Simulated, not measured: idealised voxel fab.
process module | voxel capacitor over wiring
cross-section cut | 300 nm wide | cells 5 nm
A cross-section is a grid of square cells, given in bands from the top down. A band is one or more rows of cells.
Each band's line starts with the height of the band's top and of its bottom, in nm. Then come its materials from left to right, each with its width in nm. One material with "throughout" fills the band from edge to edge. "air" is empty space.
Height 0 is the level under which the wafer as received is all one material. The lowest band goes on downwards, as in "0 down".
A width such as "30 to 40" changes by the same amount from each row of cells to the next, from the band's top row to its bottom row.
"no change" after a step means that no cell of the cross-section changed.
closed voids: empty space of 8 cells or more with no open way to the top, each as width x height at its distance from the left edge, in nm
after a step's settings: what the simulator itself notes on the step
overlay nm, on a step with a mask: how far to the right of its planned place the mask lay; to the left if negative
plan
1 op RECEIVE | material Si
2 op CONFORMAL_DEP | material SiO2 | thk nm 15
3 op DIRECTIONAL_DEP | material TiN | thk nm 5
4 op DIRECTIONAL_DEP | material Ru | thk nm 20
5 op PATTERN | tone cover | mask id METAL_1 | material resist | width nm 20 | pitch nm 75 | thk nm 20 | overlay nm 0
6 op DIRECTIONAL_ETCH | etch materials Ru | depth nm 20
7 op DIRECTIONAL_ETCH | etch materials TiN | depth nm 5
8 op STRIP | etch materials resist
9 op FILL_DEP | material SiO2 | thk nm 5
10 op CMP | height nm 40
11 op CONFORMAL_DEP | material SiCN | thk nm 5
12 op DIRECTIONAL_DEP | material lowk | thk nm 20
13 op MASKED_ETCH | tone open | mask id PLUG_1 | width nm 15 | etch materials lowk | depth nm 20 | overlay nm 0
14 op MASKED_ETCH | tone open | mask id PLUG_1 | width nm 15 | etch materials SiCN | depth nm 5 | overlay nm 0
15 op EPI | material Ru | thk nm 10
16 op EPI | material Ru | thk nm 10
17 op EPI | material Ru | thk nm 5
18 op DIRECTIONAL_DEP | material TiN | thk nm 5
19 op DIRECTIONAL_DEP | material SiN | thk nm 5
20 op DIRECTIONAL_DEP | material TiN | thk nm 10
21 op PATTERN | tone cover | mask id UPPER_PLATE | material resist | width nm 60 | thk nm 20 | overlay nm 0
22 op DIRECTIONAL_ETCH | etch materials TiN | depth nm 10
23 op DIRECTIONAL_ETCH | etch materials SiN | depth nm 5
24 op STRIP | etch materials resist
25 op MASKED_ETCH | tone cover | mask id LOWER_PLATE | width nm 70 | etch materials TiN | depth nm 5 | overlay nm 0
26 op FILL_DEP | material SiO2 | thk nm 15
27 op CMP | height nm 95
28 op PATTERN | tone open | mask id PLUG_2 | material resist | width nm 15 | thk nm 15 | overlay nm 0
29 op DIRECTIONAL_ETCH | etch materials SiO2 | depth nm 10
30 op STRIP | etch materials resist
31 op CONFORMAL_DEP | material TiN | thk nm 5
32 op FILL_DEP | material W | thk nm 10
33 op CMP | height nm 95
34 op CONFORMAL_DEP | material SiCN | thk nm 5
as received, after step 1
  0 down: Si throughout
  closed voids: none
first wafer at the end, as planned
  100 to 95: SiCN throughout
  95 to 90: SiO2 115 | TiN 5 | W 5 | TiN 5 | SiO2 170
  90 to 85: SiO2 115 | TiN 15 | SiO2 170
  85 to 75: SiO2 105 | TiN 60 | SiO2 135
  75 to 70: SiO2 105 | SiN 60 | SiO2 135
  70 to 65: SiO2 100 | TiN 70 | SiO2 130
  65 to 45: lowk 105 | Ru 15 | lowk 180
  45 to 40: SiCN 105 | Ru 15 | SiCN 180
  40 to 20: SiO2 100 | Ru 20 | SiO2 55 | Ru 20 | SiO2 105
  20 to 15: SiO2 100 | TiN 20 | SiO2 55 | TiN 20 | SiO2 105
  15 to 0: SiO2 throughout
  0 down: Si throughout
  closed voids: none
second wafer at the end: like start, like plan, one mistake
  100 to 95: SiCN throughout
  95 to 90: SiO2 100 | TiN 70 | SiO2 130
  90 to 65: Ru throughout
  65 to 45: TiN throughout
  45 to 40: SiCN throughout
  40 to 20: SiO2 100 | Ru 20 | SiO2 55 | Ru 20 | SiO2 105
  20 to 15: SiO2 100 | TiN 20 | SiO2 55 | TiN 20 | SiO2 105
  15 to 0: SiO2 throughout
  0 down: Si throughout
  closed voids: none
what went wrong: step 12 ran as: op DIRECTIONAL_DEP | material TiN | thk nm 20
at the end the second wafer has, in cells: 285 more of Ru | 3 more of SiCN | 12 fewer of SiN | 258 fewer of SiO2 | 211 more of TiN | 1 fewer of W | 228 fewer of lowk
